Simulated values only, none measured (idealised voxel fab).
The process module presented herein is designated voxel self aligned vias.
In the cross-section labelled cut, the width is 295 nm and each square cell is 5 nm.
Square cells in a grid make up a cross-section in this document, and the grid is given as bands, listed from the top down, each one or more rows of cells. It is stipulated that each band's entry specify, in nanometres, the height of the top of the band and then that of its bottom, followed by the materials of the band in left-to-right sequence, each together with its width in nanometres. A single material marked by the word "all across" is understood to fill the band from edge to edge; the word "blank" is understood to denote empty space. Height 0 is the level under which the wafer as received is all one material. The lowest band goes on downwards, as in "0 -> down". Note: "30->40" means the width goes from the first number (top row of the band) to the second number (bottom row) in equal steps per row of cells. What does "remained unchanged" mean for a step? It means no cell of the cross-section changed in that step. Closed empty spaces (no open way to the top) of 8 cells or more are what "Catalogued sealed voids" lists, each as width x height at distance from the left edge, nm for all three. after a step's settings: what the simulator itself notes on the step. A step line may carry the setting "overlay nm", which, for steps involving a mask, states the distance by which the mask lay to the right of its intended position; negative values denote displacement to the left.
The process steps that were planned are listed below
1: RECEIVE, material Si
2: CONFORMAL_DEP, material SiO2, thk nm 15
3: CONFORMAL_DEP, material SiCN, thk nm 5
4: DIRECTIONAL_DEP, material SiO2, thk nm 20
5: PATTERN, tone open, mask id LINES, material resist, width nm 20, pitch nm 60, thk nm 15, overlay nm 0
6: DIRECTIONAL_ETCH, etch materials SiO2, depth nm 20
7: STRIP, etch materials resist
8: CONFORMAL_DEP, material TiN, thk nm 5
9: FILL_DEP, material Ru, thk nm 5
10: CMP, height nm 40
11: SELECTIVE_ETCH, etch materials W Ru TiN, depth nm 5
12: FILL_DEP, material SiN, thk nm 5
13: CMP, height nm 40
14: DIRECTIONAL_DEP, material SiO2, thk nm 20
15: PATTERN, tone open, mask id VIAS, material resist, width nm 30, pitch nm 60, thk nm 20, overlay nm 0
16: DIRECTIONAL_ETCH, etch materials SiO2, depth nm 20
17: DIRECTIONAL_ETCH, etch materials SiN, depth nm 5
18: STRIP, etch materials resist
19: CONFORMAL_DEP, material TiN, thk nm 5
20: FILL_DEP, material Cu, thk nm 10
21: CMP, height nm 60
22: CONFORMAL_DEP, material SiN, thk nm 5
On the first of the two wafers: run conducted according to plan
Cross-sectional view of the wafer in its as-received condition, corresponding to the state after step 1
0 -> down | Si all across
Catalogued sealed voids: none
Cross-sectional representation of the wafer at the conclusion of step 2
15 -> 0 | SiO2 all across
Whatever lies below 0 is exactly as it was before.
Cross-sectional representation of the wafer at the conclusion of step 3
20 -> 15 | SiCN all across
Whatever lies below 15 is exactly as it was before.
Cross-sectional representation of the wafer at the conclusion of step 4
40 -> 20 | SiO2 all across
Whatever lies below 20 is exactly as it was before.
Cross-sectional representation of the wafer at the conclusion of step 5
55 -> 40 | 75 of resist / 20 of blank / 40 of resist / 20 of blank / 40 of resist / 20 of blank / 80 of resist
Whatever lies below 40 is exactly as it was before.
Cross-sectional representation of the wafer at the conclusion of step 6
55 -> 40 | 75 of resist / 20 of blank / 40 of resist / 20 of blank / 40 of resist / 20 of blank / 80 of resist
40 -> 20 | 75 of SiO2 / 20 of blank / 40 of SiO2 / 20 of blank / 40 of SiO2 / 20 of blank / 80 of SiO2
Whatever lies below 20 is exactly as it was before.
Cross-sectional representation of the wafer at the conclusion of step 7
40 -> 20 | 75 of SiO2 / 20 of blank / 40 of SiO2 / 20 of blank / 40 of SiO2 / 20 of blank / 80 of SiO2
Whatever lies below 20 is exactly as it was before.
Cross-sectional representation of the wafer at the conclusion of step 8
45 -> 40 | 80 of TiN / 10 of blank / 50 of TiN / 10 of blank / 50 of TiN / 10 of blank / 85 of TiN
40 -> 25 | 75 of SiO2 / 5 of TiN / 10 of blank / 5 of TiN / 40 of SiO2 / 5 of TiN / 10 of blank / 5 of TiN / 40 of SiO2 / 5 of TiN / 10 of blank / 5 of TiN / 80 of SiO2
25 -> 20 | 75 of SiO2 / 20 of TiN / 40 of SiO2 / 20 of TiN / 40 of SiO2 / 20 of TiN / 80 of SiO2
Whatever lies below 20 is exactly as it was before.
Cross-sectional representation of the wafer at the conclusion of step 9
50 -> 45 | Ru all across
45 -> 40 | 80 of TiN / 10 of Ru / 50 of TiN / 10 of Ru / 50 of TiN / 10 of Ru / 85 of TiN
40 -> 25 | 75 of SiO2 / 5 of TiN / 10 of Ru / 5 of TiN / 40 of SiO2 / 5 of TiN / 10 of Ru / 5 of TiN / 40 of SiO2 / 5 of TiN / 10 of Ru / 5 of TiN / 80 of SiO2
Whatever lies below 25 is exactly as it was before.
Cross-sectional representation of the wafer at the conclusion of step 10
40 -> 25 | 75 of SiO2 / 5 of TiN / 10 of Ru / 5 of TiN / 40 of SiO2 / 5 of TiN / 10 of Ru / 5 of TiN / 40 of SiO2 / 5 of TiN / 10 of Ru / 5 of TiN / 80 of SiO2
Whatever lies below 25 is exactly as it was before.
Cross-sectional representation of the wafer at the conclusion of step 11
40 -> 35 | 75 of SiO2 / 20 of blank / 40 of SiO2 / 20 of blank / 40 of SiO2 / 20 of blank / 80 of SiO2
Whatever lies below 35 is exactly as it was before.
Cross-sectional representation of the wafer at the conclusion of step 12
45 -> 40 | SiN all across
40 -> 35 | 75 of SiO2 / 20 of SiN / 40 of SiO2 / 20 of SiN / 40 of SiO2 / 20 of SiN / 80 of SiO2
Whatever lies below 35 is exactly as it was before.
Cross-sectional representation of the wafer at the conclusion of step 13
40 -> 35 | 75 of SiO2 / 20 of SiN / 40 of SiO2 / 20 of SiN / 40 of SiO2 / 20 of SiN / 80 of SiO2
Whatever lies below 35 is exactly as it was before.
Cross-sectional representation of the wafer at the conclusion of step 14
60 -> 40 | SiO2 all across
Whatever lies below 40 is exactly as it was before.
Cross-sectional representation of the wafer at the conclusion of step 15
80 -> 60 | 70 of resist / 30 of blank / 30 of resist / 30 of blank / 30 of resist / 30 of blank / 75 of resist
Whatever lies below 60 is exactly as it was before.
Cross-sectional representation of the wafer at the conclusion of step 16
80 -> 60 | 70 of resist / 30 of blank / 30 of resist / 30 of blank / 30 of resist / 30 of blank / 75 of resist
60 -> 40 | 70 of SiO2 / 30 of blank / 30 of SiO2 / 30 of blank / 30 of SiO2 / 30 of blank / 75 of SiO2
Whatever lies below 40 is exactly as it was before.
Cross-sectional representation of the wafer at the conclusion of step 17
80 -> 60 | 70 of resist / 30 of blank / 30 of resist / 30 of blank / 30 of resist / 30 of blank / 75 of resist
60 -> 40 | 70 of SiO2 / 30 of blank / 30 of SiO2 / 30 of blank / 30 of SiO2 / 30 of blank / 75 of SiO2
40 -> 35 | 75 of SiO2 / 20 of blank / 40 of SiO2 / 20 of blank / 40 of SiO2 / 20 of blank / 80 of SiO2
Whatever lies below 35 is exactly as it was before.
Cross-sectional representation of the wafer at the conclusion of step 18
60 -> 40 | 70 of SiO2 / 30 of blank / 30 of SiO2 / 30 of blank / 30 of SiO2 / 30 of blank / 75 of SiO2
Whatever lies below 40 is exactly as it was before.
Cross-sectional representation of the wafer at the conclusion of step 19
65 -> 60 | 75 of TiN / 20 of blank / 40 of TiN / 20 of blank / 40 of TiN / 20 of blank / 80 of TiN
60 -> 45 | 70 of SiO2 / 5 of TiN / 20 of blank / 5 of TiN / 30 of SiO2 / 5 of TiN / 20 of blank / 5 of TiN / 30 of SiO2 / 5 of TiN / 20 of blank / 5 of TiN / 75 of SiO2
45 -> 40 | 70 of SiO2 / 10 of TiN / 10 of blank / 10 of TiN / 30 of SiO2 / 10 of TiN / 10 of blank / 10 of TiN / 30 of SiO2 / 10 of TiN / 10 of blank / 10 of TiN / 75 of SiO2
40 -> 35 | 75 of SiO2 / 20 of TiN / 40 of SiO2 / 20 of TiN / 40 of SiO2 / 20 of TiN / 80 of SiO2
Whatever lies below 35 is exactly as it was before.
Cross-sectional representation of the wafer at the conclusion of step 20
75 -> 65 | Cu all across
65 -> 60 | 75 of TiN / 20 of Cu / 40 of TiN / 20 of Cu / 40 of TiN / 20 of Cu / 80 of TiN
60 -> 45 | 70 of SiO2 / 5 of TiN / 20 of Cu / 5 of TiN / 30 of SiO2 / 5 of TiN / 20 of Cu / 5 of TiN / 30 of SiO2 / 5 of TiN / 20 of Cu / 5 of TiN / 75 of SiO2
45 -> 40 | 70 of SiO2 / 10 of TiN / 10 of Cu / 10 of TiN / 30 of SiO2 / 10 of TiN / 10 of Cu / 10 of TiN / 30 of SiO2 / 10 of TiN / 10 of Cu / 10 of TiN / 75 of SiO2
Whatever lies below 40 is exactly as it was before.
Cross-sectional representation of the wafer at the conclusion of step 21
60 -> 45 | 70 of SiO2 / 5 of TiN / 20 of Cu / 5 of TiN / 30 of SiO2 / 5 of TiN / 20 of Cu / 5 of TiN / 30 of SiO2 / 5 of TiN / 20 of Cu / 5 of TiN / 75 of SiO2
Whatever lies below 45 is exactly as it was before.
Cross-sectional representation of the wafer at the conclusion of step 22
65 -> 60 | SiN all across
Whatever lies below 60 is exactly as it was before.
Wafer two. Same start, same plan, one slip in execution. Same as wafer one through step 1, inclusive
Second wafer, sectioned view, at step 2's planned end time
30 -> 0 | SiO2 all across
Whatever lies below 0 is exactly as it was before.
Second wafer, sectioned view, at step 3's planned end time
35 -> 30 | SiCN all across
Whatever lies below 30 is exactly as it was before.
Second wafer, sectioned view, at step 4's planned end time
55 -> 35 | SiO2 all across
Whatever lies below 35 is exactly as it was before.
Second wafer, sectioned view, at step 5's planned end time
70 -> 55 | 75 of resist / 20 of blank / 40 of resist / 20 of blank / 40 of resist / 20 of blank / 80 of resist
Whatever lies below 55 is exactly as it was before.
Second wafer, sectioned view, at step 6's planned end time
70 -> 55 | 75 of resist / 20 of blank / 40 of resist / 20 of blank / 40 of resist / 20 of blank / 80 of resist
55 -> 35 | 75 of SiO2 / 20 of blank / 40 of SiO2 / 20 of blank / 40 of SiO2 / 20 of blank / 80 of SiO2
Whatever lies below 35 is exactly as it was before.
Second wafer, sectioned view, at step 7's planned end time
55 -> 35 | 75 of SiO2 / 20 of blank / 40 of SiO2 / 20 of blank / 40 of SiO2 / 20 of blank / 80 of SiO2
Whatever lies below 35 is exactly as it was before.
Second wafer, sectioned view, at step 8's planned end time
60 -> 55 | 80 of TiN / 10 of blank / 50 of TiN / 10 of blank / 50 of TiN / 10 of blank / 85 of TiN
55 -> 40 | 75 of SiO2 / 5 of TiN / 10 of blank / 5 of TiN / 40 of SiO2 / 5 of TiN / 10 of blank / 5 of TiN / 40 of SiO2 / 5 of TiN / 10 of blank / 5 of TiN / 80 of SiO2
40 -> 35 | 75 of SiO2 / 20 of TiN / 40 of SiO2 / 20 of TiN / 40 of SiO2 / 20 of TiN / 80 of SiO2
Whatever lies below 35 is exactly as it was before.
Second wafer, sectioned view, at step 9's planned end time
65 -> 60 | Ru all across
60 -> 55 | 80 of TiN / 10 of Ru / 50 of TiN / 10 of Ru / 50 of TiN / 10 of Ru / 85 of TiN
55 -> 40 | 75 of SiO2 / 5 of TiN / 10 of Ru / 5 of TiN / 40 of SiO2 / 5 of TiN / 10 of Ru / 5 of TiN / 40 of SiO2 / 5 of TiN / 10 of Ru / 5 of TiN / 80 of SiO2
Whatever lies below 40 is exactly as it was before.
Second wafer, sectioned view, at step 10's planned end time
40 -> 35 | 75 of SiO2 / 20 of TiN / 40 of SiO2 / 20 of TiN / 40 of SiO2 / 20 of TiN / 80 of SiO2
Whatever lies below 35 is exactly as it was before.
Second wafer, sectioned view, at step 11's planned end time
40 -> 35 | 75 of SiO2 / 20 of blank / 40 of SiO2 / 20 of blank / 40 of SiO2 / 20 of blank / 80 of SiO2
Whatever lies below 35 is exactly as it was before.
Second wafer, sectioned view, at step 12's planned end time
45 -> 40 | SiN all across
40 -> 35 | 75 of SiO2 / 20 of SiN / 40 of SiO2 / 20 of SiN / 40 of SiO2 / 20 of SiN / 80 of SiO2
Whatever lies below 35 is exactly as it was before.
Second wafer, sectioned view, at step 13's planned end time
40 -> 35 | 75 of SiO2 / 20 of SiN / 40 of SiO2 / 20 of SiN / 40 of SiO2 / 20 of SiN / 80 of SiO2
Whatever lies below 35 is exactly as it was before.
Second wafer, sectioned view, at step 14's planned end time
60 -> 40 | SiO2 all across
Whatever lies below 40 is exactly as it was before.
Second wafer, sectioned view, at step 15's planned end time
80 -> 60 | 70 of resist / 30 of blank / 30 of resist / 30 of blank / 30 of resist / 30 of blank / 75 of resist
Whatever lies below 60 is exactly as it was before.
Second wafer, sectioned view, at step 16's planned end time
80 -> 60 | 70 of resist / 30 of blank / 30 of resist / 30 of blank / 30 of resist / 30 of blank / 75 of resist
60 -> 40 | 70 of SiO2 / 30 of blank / 30 of SiO2 / 30 of blank / 30 of SiO2 / 30 of blank / 75 of SiO2
Whatever lies below 40 is exactly as it was before.
Second wafer, sectioned view, at step 17's planned end time
80 -> 60 | 70 of resist / 30 of blank / 30 of resist / 30 of blank / 30 of resist / 30 of blank / 75 of resist
60 -> 40 | 70 of SiO2 / 30 of blank / 30 of SiO2 / 30 of blank / 30 of SiO2 / 30 of blank / 75 of SiO2
40 -> 35 | 75 of SiO2 / 20 of blank / 40 of SiO2 / 20 of blank / 40 of SiO2 / 20 of blank / 80 of SiO2
Whatever lies below 35 is exactly as it was before.
Second wafer, sectioned view, at step 18's planned end time
60 -> 40 | 70 of SiO2 / 30 of blank / 30 of SiO2 / 30 of blank / 30 of SiO2 / 30 of blank / 75 of SiO2
Whatever lies below 40 is exactly as it was before.
Second wafer, sectioned view, at step 19's planned end time
65 -> 60 | 75 of TiN / 20 of blank / 40 of TiN / 20 of blank / 40 of TiN / 20 of blank / 80 of TiN
60 -> 45 | 70 of SiO2 / 5 of TiN / 20 of blank / 5 of TiN / 30 of SiO2 / 5 of TiN / 20 of blank / 5 of TiN / 30 of SiO2 / 5 of TiN / 20 of blank / 5 of TiN / 75 of SiO2
45 -> 40 | 70 of SiO2 / 10 of TiN / 10 of blank / 10 of TiN / 30 of SiO2 / 10 of TiN / 10 of blank / 10 of TiN / 30 of SiO2 / 10 of TiN / 10 of blank / 10 of TiN / 75 of SiO2
40 -> 35 | 75 of SiO2 / 20 of TiN / 40 of SiO2 / 20 of TiN / 40 of SiO2 / 20 of TiN / 80 of SiO2
Whatever lies below 35 is exactly as it was before.
Second wafer, sectioned view, at step 20's planned end time
75 -> 65 | Cu all across
65 -> 60 | 75 of TiN / 20 of Cu / 40 of TiN / 20 of Cu / 40 of TiN / 20 of Cu / 80 of TiN
60 -> 45 | 70 of SiO2 / 5 of TiN / 20 of Cu / 5 of TiN / 30 of SiO2 / 5 of TiN / 20 of Cu / 5 of TiN / 30 of SiO2 / 5 of TiN / 20 of Cu / 5 of TiN / 75 of SiO2
45 -> 40 | 70 of SiO2 / 10 of TiN / 10 of Cu / 10 of TiN / 30 of SiO2 / 10 of TiN / 10 of Cu / 10 of TiN / 30 of SiO2 / 10 of TiN / 10 of Cu / 10 of TiN / 75 of SiO2
Whatever lies below 40 is exactly as it was before.
Second wafer, sectioned view, at step 21's planned end time
60 -> 45 | 70 of SiO2 / 5 of TiN / 20 of Cu / 5 of TiN / 30 of SiO2 / 5 of TiN / 20 of Cu / 5 of TiN / 30 of SiO2 / 5 of TiN / 20 of Cu / 5 of TiN / 75 of SiO2
Whatever lies below 45 is exactly as it was before.
Second wafer, sectioned view, at step 22's planned end time
65 -> 60 | SiN all across
Whatever lies below 60 is exactly as it was before.
Heads up, the wafer didn't run the way we planned it: step 2 of the plan was twice carried out
End check, counted in cells, second wafer has more or fewer of these materials than the first: Ru -12, SiO2 +36, TiN -24
